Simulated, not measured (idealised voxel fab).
Title: Process Module voxel wiring stack
The figure presents cross-section cut, which has a width of 245 nm and is divided into square cells with an edge length of 5 nm.
A cross-section is a grid of square cells, given in bands from the top down. A band is one or more rows of cells.
Quick guide to a band line: top height, bottom height (nm) up front; then every material left to right with its width in nm. Only one material and it's marked "all across"? Then it fills the band edge to edge. And "empty" just means empty space.
For the purposes of this specification, 0 denotes the height below which the wafer in its as-received condition is composed wholly of one material, and the lowermost band, lacking a lower limit, extends downward without end, as expressed in "from 0 down".
A width such as "30->40" changes by the same amount from each row of cells to the next, from the band's top row to its bottom row.
"left unchanged" after a step means that no cell of the cross-section changed.
Reported under the label "Non-vented voids" are the empty spaces having no open way to the top and comprising 8 cells or more; the notation for each is width x height at distance, in which the distance is measured from the left edge and all three values are in nm.
Formally, on a step line, whatever follows the settings is a remark that the simulator itself makes on the step.
overlay nm: mask right of planned place by this much (step with mask). Neg. = left.
Each of the pairs that make up the rest of this document says: here is the cross-section before one process step, here is the cross-section after it, drawn only down to the lowest band that changed, and here, under the pair, is the step lying between them with its settings. Different pairs may come from different runs of this module on the same starting wafer, so a pair continues from the pair above it only where its entry headed "State before" says so.

State before
* from 120 to 105: SiO2 all across
* from 105 to 100: SiN all across
* from 100 to 90: 85 of lowk, 5 of TiN, 5 of Cu, 5 of TiN, 145 of lowk
* from 90 to 85: 85 of SiCN, 15 of TiN, 145 of SiCN
* from 85 to 70: 80 of lowk, 5 of SiN, 20 of Ru, 5 of SiN, 20 of lowk, 5 of SiN, 20 of Ru, 5 of SiN, 85 of lowk
* from 70 to 65: 75 of lowk, 10 of SiN, 20 of TiN, 5 of SiN, 20 of lowk, 5 of SiN, 20 of Ru, 5 of SiN, 85 of lowk
* from 65 to 60: 80 of SiN, 25 of Ru, 30 of SiN, 20 of TiN, 90 of SiN
* from 60 to 45: 85 of SiO2, 15 of Ru, 145 of SiO2
* from 45 to 40: W all across
* from 40 to 20: 85 of lowk, 20 of W, 30 of lowk, 20 of W, 90 of lowk
* from 20 to 15: 85 of lowk, 20 of TiN, 30 of lowk, 20 of TiN, 90 of lowk
* from 15 to 0: SiO2 all across
* from 0 down: Si all across
* Non-vented voids: none

Cross-Section Thereafter
* from 140 to 120: 85 of resist, 20 of empty, 30 of resist, 20 of empty, 90 of resist
* Under the height 120 nothing was changed.
* Non-vented voids: none
Here is the step that sits between the two cross-sections above: PATTERN (tone open; mask id METAL_3; material resist; width nm 20; pitch nm 50; thk nm 20; overlay nm 0)

State before: as shown after the step in the preceding pair, directly above.

Cross-Section Thereafter
* from 140 to 120: 85 of resist, 20 of empty, 30 of resist, 20 of empty, 90 of resist
* from 120 to 105: 85 of SiO2, 20 of empty, 30 of SiO2, 20 of empty, 90 of SiO2
* Under the height 105 nothing was changed.
* Non-vented voids: none
Here is the step that sits between the two cross-sections above: DIRECTIONAL_ETCH (etch materials SiO2; depth nm 15)

State before: as shown after the step in the preceding pair, directly above.

Cross-Section Thereafter
* from 140 to 120: 85 of resist, 20 of empty, 30 of resist, 20 of empty, 90 of resist
* from 120 to 105: 85 of SiO2, 20 of empty, 30 of SiO2, 20 of empty, 90 of SiO2
* from 105 to 100: 85 of SiN, 20 of empty, 30 of SiN, 20 of empty, 90 of SiN
* Under the height 100 nothing was changed.
* Non-vented voids: none
Here is the step that sits between the two cross-sections above: DIRECTIONAL_ETCH (etch materials SiN; depth nm 5)

State before: as shown after the step in the preceding pair, directly above.

Cross-Section Thereafter
* from 120 to 105: 85 of SiO2, 20 of empty, 30 of SiO2, 20 of empty, 90 of SiO2
* Under the height 105 nothing was changed.
* Non-vented voids: none
Here is the step that sits between the two cross-sections above: STRIP (etch materials resist)

State before: as shown after the step in the preceding pair, directly above.

Cross-Section Thereafter
* from 125 to 120: 90 of TiN, 10 of empty, 40 of TiN, 10 of empty, 95 of TiN
* from 120 to 105: 85 of SiO2, 5 of TiN, 10 of empty, 5 of TiN, 30 of SiO2, 5 of TiN, 10 of empty, 5 of TiN, 90 of SiO2
* from 105 to 100: 85 of SiN, 20 of TiN, 30 of SiN, 20 of TiN, 90 of SiN
* Under the height 100 nothing was changed.
* Non-vented voids: none
Here is the step that sits between the two cross-sections above: CONFORMAL_DEP (material TiN; thk nm 5)

State before: as shown after the step in the preceding pair, directly above.

Cross-Section Thereafter
* from 130 to 125: W all across
* from 125 to 120: 90 of TiN, 10 of W, 40 of TiN, 10 of W, 95 of TiN
* from 120 to 105: 85 of SiO2, 5 of TiN, 10 of W, 5 of TiN, 30 of SiO2, 5 of TiN, 10 of W, 5 of TiN, 90 of SiO2
* Under the height 105 nothing was changed.
* Non-vented voids: none
Here is the step that sits between the two cross-sections above: FILL_DEP (material W; thk nm 5)

State before: as shown after the step in the preceding pair, directly above.

Cross-Section Thereafter
* from 120 to 105: 85 of SiO2, 5 of TiN, 10 of W, 5 of TiN, 30 of SiO2, 5 of TiN, 10 of W, 5 of TiN, 90 of SiO2
* Under the height 105 nothing was changed.
* Non-vented voids: none
Here is the step that sits between the two cross-sections above: CMP (height nm 120)

State before: as shown after the step in the preceding pair, directly above.

Cross-Section Thereafter
* from 125 to 120: 80 of empty, 30 of Ru, 20 of empty, 30 of Ru, 85 of empty
* Under the height 120 nothing was changed.
* Non-vented voids: none
Here is the step that sits between the two cross-sections above: EPI (material Ru; thk nm 5)

State before: as shown after the step in the preceding pair, directly above.

Cross-Section Thereafter
* from 130 to 125: SiCN all across
* from 125 to 120: 80 of SiCN, 30 of Ru, 20 of SiCN, 30 of Ru, 85 of SiCN
* Under the height 120 nothing was changed.
* Non-vented voids: none
Here is the step that sits between the two cross-sections above: FILL_DEP (material SiCN; thk nm 5)

State before: as shown after the step in the preceding pair, directly above.

Cross-Section Thereafter
* from 160 to 130: lowk all across
* Under the height 130 nothing was changed.
* Non-vented voids: none
Here is the step that sits between the two cross-sections above: DIRECTIONAL_DEP (material lowk; thk nm 30)

State before: as shown after the step in the preceding pair, directly above.

Cross-Section Thereafter
* from 160 to 130: 85 of lowk, 15 of empty, 35 of lowk, 15 of empty, 95 of lowk
* Under the height 130 nothing was changed.
* Non-vented voids: none
Here is the step that sits between the two cross-sections above: MASKED_ETCH (tone open; mask id METAL_4_HOLES; width nm 15; pitch nm 50; etch materials lowk; depth nm 30; overlay nm 0)

State before: as shown after the step in the preceding pair, directly above.

Cross-Section Thereafter
* from 180 to 160: 85 of resist, 20 of empty, 30 of resist, 20 of empty, 90 of resist
* Under the height 160 nothing was changed.
* Non-vented voids: none
Here is the step that sits between the two cross-sections above: PATTERN (tone open; mask id METAL_4; material resist; width nm 20; pitch nm 50; thk nm 20; overlay nm 0)

State before: as shown after the step in the preceding pair, directly above.

Cross-Section Thereafter
* from 180 to 160: 85 of resist, 20 of empty, 30 of resist, 20 of empty, 90 of resist
* from 160 to 145: 85 of lowk, 20 of empty, 30 of lowk, 20 of empty, 90 of lowk
* Under the height 145 nothing was changed.
* Non-vented voids: none
Here is the step that sits between the two cross-sections above: DIRECTIONAL_ETCH (etch materials lowk; depth nm 15)

State before: as shown after the step in the preceding pair, directly above.

Cross-Section Thereafter
* from 180 to 160: 85 of resist, 20 of empty, 30 of resist, 20 of empty, 90 of resist
* from 160 to 145: 85 of lowk, 20 of empty, 30 of lowk, 20 of empty, 90 of lowk
* from 145 to 130: 85 of lowk, 15 of empty, 35 of lowk, 15 of empty, 95 of lowk
* from 130 to 125: 85 of SiCN, 15 of empty, 35 of SiCN, 15 of empty, 95 of SiCN
* Under the height 125 nothing was changed.
* Non-vented voids: none
Here is the step that sits between the two cross-sections above: DIRECTIONAL_ETCH (etch materials SiCN; depth nm 5)

State before: as shown after the step in the preceding pair, directly above.

Cross-Section Thereafter
* from 160 to 145: 85 of lowk, 20 of empty, 30 of lowk, 20 of empty, 90 of lowk
* Under the height 145 nothing was changed.
* Non-vented voids: none
Here is the step that sits between the two cross-sections above: STRIP (etch materials resist)

State before: as shown after the step in the preceding pair, directly above.

Cross-Section Thereafter
* from 165 to 160: 90 of TiN, 10 of empty, 40 of TiN, 10 of empty, 95 of TiN
* from 160 to 150: 85 of lowk, 5 of TiN, 10 of empty, 5 of TiN, 30 of lowk, 5 of TiN, 10 of empty, 5 of TiN, 90 of lowk
* from 150 to 145: 85 of lowk, 5 of TiN, 5 of empty, 10 of TiN, 30 of lowk, 5 of TiN, 5 of empty, 10 of TiN, 90 of lowk
* from 145 to 130: 85 of lowk, 5 of TiN, 5 of empty, 5 of TiN, 35 of lowk, 5 of TiN, 5 of empty, 5 of TiN, 95 of lowk
* from 130 to 125: 85 of SiCN, 15 of TiN, 35 of SiCN, 15 of TiN, 95 of SiCN
* Under the height 125 nothing was changed.
* Non-vented voids: none
Here is the step that sits between the two cross-sections above: CONFORMAL_DEP (material TiN; thk nm 5)

State before: as shown after the step in the preceding pair, directly above.

Cross-Section Thereafter
* from 170 to 165: Cu all across
* from 165 to 160: 90 of TiN, 10 of Cu, 40 of TiN, 10 of Cu, 95 of TiN
* from 160 to 150: 85 of lowk, 5 of TiN, 10 of Cu, 5 of TiN, 30 of lowk, 5 of TiN, 10 of Cu, 5 of TiN, 90 of lowk
* from 150 to 145: 85 of lowk, 5 of TiN, 5 of Cu, 10 of TiN, 30 of lowk, 5 of TiN, 5 of Cu, 10 of TiN, 90 of lowk
* from 145 to 130: 85 of lowk, 5 of TiN, 5 of Cu, 5 of TiN, 35 of lowk, 5 of TiN, 5 of Cu, 5 of TiN, 95 of lowk
* Under the height 130 nothing was changed.
* Non-vented voids: none
Here is the step that sits between the two cross-sections above: FILL_DEP (material Cu; thk nm 5)

State before: as shown after the step in the preceding pair, directly above.

Cross-Section Thereafter
* from 160 to 150: 85 of lowk, 5 of TiN, 10 of Cu, 5 of TiN, 30 of lowk, 5 of TiN, 10 of Cu, 5 of TiN, 90 of lowk
* Under the height 150 nothing was changed.
* Non-vented voids: none
Here is the step that sits between the two cross-sections above: CMP (height nm 160)

State before: as shown after the step in the preceding pair, directly above.

Cross-Section Thereafter
* from 165 to 160: SiCN all across
* Under the height 160 nothing was changed.
* Non-vented voids: none
Here is the step that sits between the two cross-sections above: CONFORMAL_DEP (material SiCN; thk nm 5)

State before
* from 85 to 65: Ru all across
* from 65 to 60: TiN all across
* from 60 to 45: 85 of SiO2, 15 of Ru, 145 of SiO2
* from 45 to 40: 85 of SiCN, 15 of Ru, 145 of SiCN
* from 40 to 20: 85 of lowk, 20 of W, 30 of lowk, 20 of W, 90 of lowk
* from 20 to 15: 85 of lowk, 20 of TiN, 30 of lowk, 20 of TiN, 90 of lowk
* from 15 to 0: SiO2 all across
* from 0 down: Si all across
* Non-vented voids: none

Cross-Section Thereafter
* from 85 to 65: 85 of Ru, 20 of empty, 30 of Ru, 20 of empty, 90 of Ru
* Under the height 65 nothing was changed.
* Non-vented voids: none
Here is the step that sits between the two cross-sections above: MASKED_ETCH (tone open; mask id METAL_2; width nm 20; pitch nm 50; etch materials Ru; depth nm 20; overlay nm 0)

State before: as shown after the step in the preceding pair, directly above.

Cross-Section Thereafter
* from 90 to 85: 90 of SiN, 10 of empty, 40 of SiN, 10 of empty, 95 of SiN
* from 85 to 70: 85 of Ru, 5 of SiN, 10 of empty, 5 of SiN, 30 of Ru, 5 of SiN, 10 of empty, 5 of SiN, 90 of Ru
* from 70 to 65: 85 of Ru, 20 of SiN, 30 of Ru, 20 of SiN, 90 of Ru
* Under the height 65 nothing was changed.
* Non-vented voids: none
Here is the step that sits between the two cross-sections above: CONFORMAL_DEP (material SiN; thk nm 5)

State before: as shown after the step in the preceding pair, directly above.

Cross-Section Thereafter
* from 100 to 90: lowk all across
* from 90 to 85: 90 of SiN, 10 of lowk, 40 of SiN, 10 of lowk, 95 of SiN
* from 85 to 70: 85 of Ru, 5 of SiN, 10 of lowk, 5 of SiN, 30 of Ru, 5 of SiN, 10 of lowk, 5 of SiN, 90 of Ru
* Under the height 70 nothing was changed.
* Non-vented voids: none
Here is the step that sits between the two cross-sections above: FILL_DEP (material lowk; thk nm 10)

State before: as shown after the step in the preceding pair, directly above.

Cross-Section Thereafter
* from 85 to 70: 85 of Ru, 5 of SiN, 10 of lowk, 5 of SiN, 30 of Ru, 5 of SiN, 10 of lowk, 5 of SiN, 90 of Ru
* Under the height 70 nothing was changed.
* Non-vented voids: none
Here is the step that sits between the two cross-sections above: CMP (height nm 85)

State before: as shown after the step in the preceding pair, directly above.

Cross-Section Thereafter
* from 90 to 85: SiCN all across
* Under the height 85 nothing was changed.
* Non-vented voids: none
Here is the step that sits between the two cross-sections above: CONFORMAL_DEP (material SiCN; thk nm 5)

State before: as shown after the step in the preceding pair, directly above.

Cross-Section Thereafter
* from 100 to 90: lowk all across
* Under the height 90 nothing was changed.
* Non-vented voids: none
Here is the step that sits between the two cross-sections above: DIRECTIONAL_DEP (material lowk; thk nm 10)

State before: as shown after the step in the preceding pair, directly above.

Cross-Section Thereafter
* from 110 to 100: aC all across
* Under the height 100 nothing was changed.
* Non-vented voids: none
Here is the step that sits between the two cross-sections above: DIRECTIONAL_DEP (material aC; thk nm 10)

State before: as shown after the step in the preceding pair, directly above.

Cross-Section Thereafter
* from 135 to 110: 85 of resist, 15 of empty, 145 of resist
* Under the height 110 nothing was changed.
* Non-vented voids: none
Here is the step that sits between the two cross-sections above: PATTERN (tone open; mask id PLUG_2; material resist; width nm 15; thk nm 25; overlay nm 0)

State before: as shown after the step in the preceding pair, directly above.

Cross-Section Thereafter
* from 125 to 110: 85 of resist, 15 of empty, 145 of resist
* from 110 to 100: 85 of aC, 15 of empty, 145 of aC
* Under the height 100 nothing was changed.
* Non-vented voids: none
Here is the step that sits between the two cross-sections above: DIRECTIONAL_ETCH (etch materials aC; depth nm 10)

State before: as shown after the step in the preceding pair, directly above.

Cross-Section Thereafter
* from 110 to 100: 85 of aC, 15 of empty, 145 of aC
* Under the height 100 nothing was changed.
* Non-vented voids: none
Here is the step that sits between the two cross-sections above: STRIP (etch materials resist)

State before: as shown after the step in the preceding pair, directly above.

Cross-Section Thereafter
* from 110 to 100: 85 of aC, 15 of empty, 145 of aC
* from 100 to 90: 85 of lowk, 15 of empty, 145 of lowk
* Under the height 90 nothing was changed.
* Non-vented voids: none
Here is the step that sits between the two cross-sections above: DIRECTIONAL_ETCH (etch materials lowk; depth nm 10)

State before: as shown after the step in the preceding pair, directly above.

Cross-Section Thereafter
* from 110 to 100: 85 of aC, 15 of empty, 145 of aC
* from 100 to 90: 85 of lowk, 15 of empty, 145 of lowk
* from 90 to 85: 85 of SiCN, 15 of empty, 145 of SiCN
* Under the height 85 nothing was changed.
* Non-vented voids: none
Here is the step that sits between the two cross-sections above: DIRECTIONAL_ETCH (etch materials SiCN; depth nm 5)

State before: as shown after the step in the preceding pair, directly above.

Cross-Section Thereafter
* from 100 to 90: 85 of lowk, 15 of empty, 145 of lowk
* Under the height 90 nothing was changed.
* Non-vented voids: none
Here is the step that sits between the two cross-sections above: STRIP (etch materials aC)

State before: as shown after the step in the preceding pair, directly above.

Cross-Section Thereafter
* from 105 to 100: 90 of TiN, 5 of empty, 150 of TiN
* from 100 to 90: 85 of lowk, 5 of TiN, 5 of empty, 5 of TiN, 145 of lowk
* from 90 to 85: 85 of SiCN, 15 of TiN, 145 of SiCN
* Under the height 85 nothing was changed.
* Non-vented voids: none
Here is the step that sits between the two cross-sections above: CONFORMAL_DEP (material TiN; thk nm 5)

State before: as shown after the step in the preceding pair, directly above.

Cross-Section Thereafter
* from 110 to 105: Cu all across
* from 105 to 100: 90 of TiN, 5 of Cu, 150 of TiN
* from 100 to 90: 85 of lowk, 5 of TiN, 5 of Cu, 5 of TiN, 145 of lowk
* Under the height 90 nothing was changed.
* Non-vented voids: none
Here is the step that sits between the two cross-sections above: FILL_DEP (material Cu; thk nm 5)

State before: as shown after the step in the preceding pair, directly above.

Cross-Section Thereafter
* from 100 to 90: 85 of lowk, 5 of TiN, 5 of Cu, 5 of TiN, 145 of lowk
* Under the height 90 nothing was changed.
* Non-vented voids: none
Here is the step that sits between the two cross-sections above: CMP (height nm 100)

State before: as shown after the step in the preceding pair, directly above.

Cross-Section Thereafter
* from 105 to 100: SiN all across
* Under the height 100 nothing was changed.
* Non-vented voids: none
Here is the step that sits between the two cross-sections above: CONFORMAL_DEP (material SiN; thk nm 5)

State before: as shown after the step in the preceding pair, directly above.

Cross-Section Thereafter
* from 120 to 105: SiO2 all across
* Under the height 105 nothing was changed.
* Non-vented voids: none
Here is the step that sits between the two cross-sections above: DIRECTIONAL_DEP (material SiO2; thk nm 15)

State before: as shown after the step in the preceding pair, directly above.

Cross-Section Thereafter
* from 140 to 120: 85 of resist, 20 of empty, 30 of resist, 20 of empty, 90 of resist
* Under the height 120 nothing was changed.
* Non-vented voids: none
Here is the step that sits between the two cross-sections above: PATTERN (tone open; mask id METAL_3; material resist; width nm 20; pitch nm 50; thk nm 20; overlay nm 0)

State before: as shown after the step in the preceding pair, directly above.

Cross-Section Thereafter
* from 140 to 120: 85 of resist, 20 of empty, 30 of resist, 20 of empty, 90 of resist
* from 120 to 105: 85 of SiO2, 20 of empty, 30 of SiO2, 20 of empty, 90 of SiO2
* Under the height 105 nothing was changed.
* Non-vented voids: none
Here is the step that sits between the two cross-sections above: DIRECTIONAL_ETCH (etch materials SiO2; depth nm 15)

State before: as shown after the step in the preceding pair, directly above.

Cross-Section Thereafter
* from 140 to 120: 85 of resist, 20 of empty, 30 of resist, 20 of empty, 90 of resist
* from 120 to 105: 85 of SiO2, 20 of empty, 30 of SiO2, 20 of empty, 90 of SiO2
* from 105 to 100: 85 of SiN, 20 of empty, 30 of SiN, 20 of empty, 90 of SiN
* Under the height 100 nothing was changed.
* Non-vented voids: none
Here is the step that sits between the two cross-sections above: DIRECTIONAL_ETCH (etch materials SiN; depth nm 5)

State before: as shown after the step in the preceding pair, directly above.

Cross-Section Thereafter
* from 120 to 105: 85 of SiO2, 20 of empty, 30 of SiO2, 20 of empty, 90 of SiO2
* Under the height 105 nothing was changed.
* Non-vented voids: none
Here is the step that sits between the two cross-sections above: STRIP (etch materials resist)

State before: as shown after the step in the preceding pair, directly above.

Cross-Section Thereafter
* from 125 to 120: 90 of TiN, 10 of empty, 40 of TiN, 10 of empty, 95 of TiN
* from 120 to 105: 85 of SiO2, 5 of TiN, 10 of empty, 5 of TiN, 30 of SiO2, 5 of TiN, 10 of empty, 5 of TiN, 90 of SiO2
* from 105 to 100: 85 of SiN, 20 of TiN, 30 of SiN, 20 of TiN, 90 of SiN
* Under the height 100 nothing was changed.
* Non-vented voids: none
Here is the step that sits between the two cross-sections above: CONFORMAL_DEP (material TiN; thk nm 5)

State before: as shown after the step in the preceding pair, directly above.

Cross-Section Thereafter
* from 130 to 125: W all across
* from 125 to 120: 90 of TiN, 10 of W, 40 of TiN, 10 of W, 95 of TiN
* from 120 to 105: 85 of SiO2, 5 of TiN, 10 of W, 5 of TiN, 30 of SiO2, 5 of TiN, 10 of W, 5 of TiN, 90 of SiO2
* Under the height 105 nothing was changed.
* Non-vented voids: none
Here is the step that sits between the two cross-sections above: FILL_DEP (material W; thk nm 5)

State before: as shown after the step in the preceding pair, directly above.

Cross-Section Thereafter
* from 120 to 105: 85 of SiO2, 5 of TiN, 10 of W, 5 of TiN, 30 of SiO2, 5 of TiN, 10 of W, 5 of TiN, 90 of SiO2
* Under the height 105 nothing was changed.
* Non-vented voids: none
Here is the step that sits between the two cross-sections above: CMP (height nm 120)

State before: as shown after the step in the preceding pair, directly above.

Cross-Section Thereafter
* from 125 to 120: 80 of empty, 30 of Ru, 20 of empty, 30 of Ru, 85 of empty
* Under the height 120 nothing was changed.
* Non-vented voids: none
Here is the step that sits between the two cross-sections above: EPI (material Ru; thk nm 5)

State before: as shown after the step in the preceding pair, directly above.

Cross-Section Thereafter
* from 130 to 125: SiCN all across
* from 125 to 120: 80 of SiCN, 30 of Ru, 20 of SiCN, 30 of Ru, 85 of SiCN
* Under the height 120 nothing was changed.
* Non-vented voids: none
Here is the step that sits between the two cross-sections above: FILL_DEP (material SiCN; thk nm 5)

State before: as shown after the step in the preceding pair, directly above.

Cross-Section Thereafter
* from 160 to 130: lowk all across
* Under the height 130 nothing was changed.
* Non-vented voids: none
Here is the step that sits between the two cross-sections above: DIRECTIONAL_DEP (material lowk; thk nm 30)

State before: as shown after the step in the preceding pair, directly above.

Cross-Section Thereafter
* from 160 to 130: 85 of lowk, 15 of empty, 35 of lowk, 15 of empty, 95 of lowk
* Under the height 130 nothing was changed.
* Non-vented voids: none
Here is the step that sits between the two cross-sections above: MASKED_ETCH (tone open; mask id METAL_4_HOLES; width nm 15; pitch nm 50; etch materials lowk; depth nm 30; overlay nm 0)

State before: as shown after the step in the preceding pair, directly above.

Cross-Section Thereafter
* from 180 to 160: 85 of resist, 20 of empty, 30 of resist, 20 of empty, 90 of resist
* Under the height 160 nothing was changed.
* Non-vented voids: none
Here is the step that sits between the two cross-sections above: PATTERN (tone open; mask id METAL_4; material resist; width nm 20; pitch nm 50; thk nm 20; overlay nm 0)

State before: as shown after the step in the preceding pair, directly above.

Cross-Section Thereafter
* from 180 to 160: 85 of resist, 20 of empty, 30 of resist, 20 of empty, 90 of resist
* from 160 to 145: 85 of lowk, 20 of empty, 30 of lowk, 20 of empty, 90 of lowk
* Under the height 145 nothing was changed.
* Non-vented voids: none
Here is the step that sits between the two cross-sections above: DIRECTIONAL_ETCH (etch materials lowk; depth nm 15)

State before: as shown after the step in the preceding pair, directly above.

Cross-Section Thereafter
* from 180 to 160: 85 of resist, 20 of empty, 30 of resist, 20 of empty, 90 of resist
* from 160 to 145: 85 of lowk, 20 of empty, 30 of lowk, 20 of empty, 90 of lowk
* from 145 to 130: 85 of lowk, 15 of empty, 35 of lowk, 15 of empty, 95 of lowk
* from 130 to 125: 85 of SiCN, 15 of empty, 35 of SiCN, 15 of empty, 95 of SiCN
* Under the height 125 nothing was changed.
* Non-vented voids: none
Here is the step that sits between the two cross-sections above: DIRECTIONAL_ETCH (etch materials SiCN; depth nm 5)

State before: as shown after the step in the preceding pair, directly above.

Cross-Section Thereafter
* from 160 to 145: 85 of lowk, 20 of empty, 30 of lowk, 20 of empty, 90 of lowk
* Under the height 145 nothing was changed.
* Non-vented voids: none
Here is the step that sits between the two cross-sections above: STRIP (etch materials resist)

State before: as shown after the step in the preceding pair, directly above.

Cross-Section Thereafter
* from 165 to 160: 90 of TiN, 10 of empty, 40 of TiN, 10 of empty, 95 of TiN
* from 160 to 150: 85 of lowk, 5 of TiN, 10 of empty, 5 of TiN, 30 of lowk, 5 of TiN, 10 of empty, 5 of TiN, 90 of lowk
* from 150 to 145: 85 of lowk, 5 of TiN, 5 of empty, 10 of TiN, 30 of lowk, 5 of TiN, 5 of empty, 10 of TiN, 90 of lowk
* from 145 to 130: 85 of lowk, 5 of TiN, 5 of empty, 5 of TiN, 35 of lowk, 5 of TiN, 5 of empty, 5 of TiN, 95 of lowk
* from 130 to 125: 85 of SiCN, 15 of TiN, 35 of SiCN, 15 of TiN, 95 of SiCN
* Under the height 125 nothing was changed.
* Non-vented voids: none
Here is the step that sits between the two cross-sections above: CONFORMAL_DEP (material TiN; thk nm 5)

State before: as shown after the step in the preceding pair, directly above.

Cross-Section Thereafter
* from 170 to 165: Cu all across
* from 165 to 160: 90 of TiN, 10 of Cu, 40 of TiN, 10 of Cu, 95 of TiN
* from 160 to 150: 85 of lowk, 5 of TiN, 10 of Cu, 5 of TiN, 30 of lowk, 5 of TiN, 10 of Cu, 5 of TiN, 90 of lowk
* from 150 to 145: 85 of lowk, 5 of TiN, 5 of Cu, 10 of TiN, 30 of lowk, 5 of TiN, 5 of Cu, 10 of TiN, 90 of lowk
* from 145 to 130: 85 of lowk, 5 of TiN, 5 of Cu, 5 of TiN, 35 of lowk, 5 of TiN, 5 of Cu, 5 of TiN, 95 of lowk
* Under the height 130 nothing was changed.
* Non-vented voids: none
Here is the step that sits between the two cross-sections above: FILL_DEP (material Cu; thk nm 5)

State before: as shown after the step in the preceding pair, directly above.

Cross-Section Thereafter
* from 160 to 150: 85 of lowk, 5 of TiN, 10 of Cu, 5 of TiN, 30 of lowk, 5 of TiN, 10 of Cu, 5 of TiN, 90 of lowk
* Under the height 150 nothing was changed.
* Non-vented voids: none
Here is the step that sits between the two cross-sections above: CMP (height nm 160)

State before: as shown after the step in the preceding pair, directly above.

Cross-Section Thereafter
* from 165 to 160: SiCN all across
* Under the height 160 nothing was changed.
* Non-vented voids: none
Here is the step that sits between the two cross-sections above: CONFORMAL_DEP (material SiCN; thk nm 5)
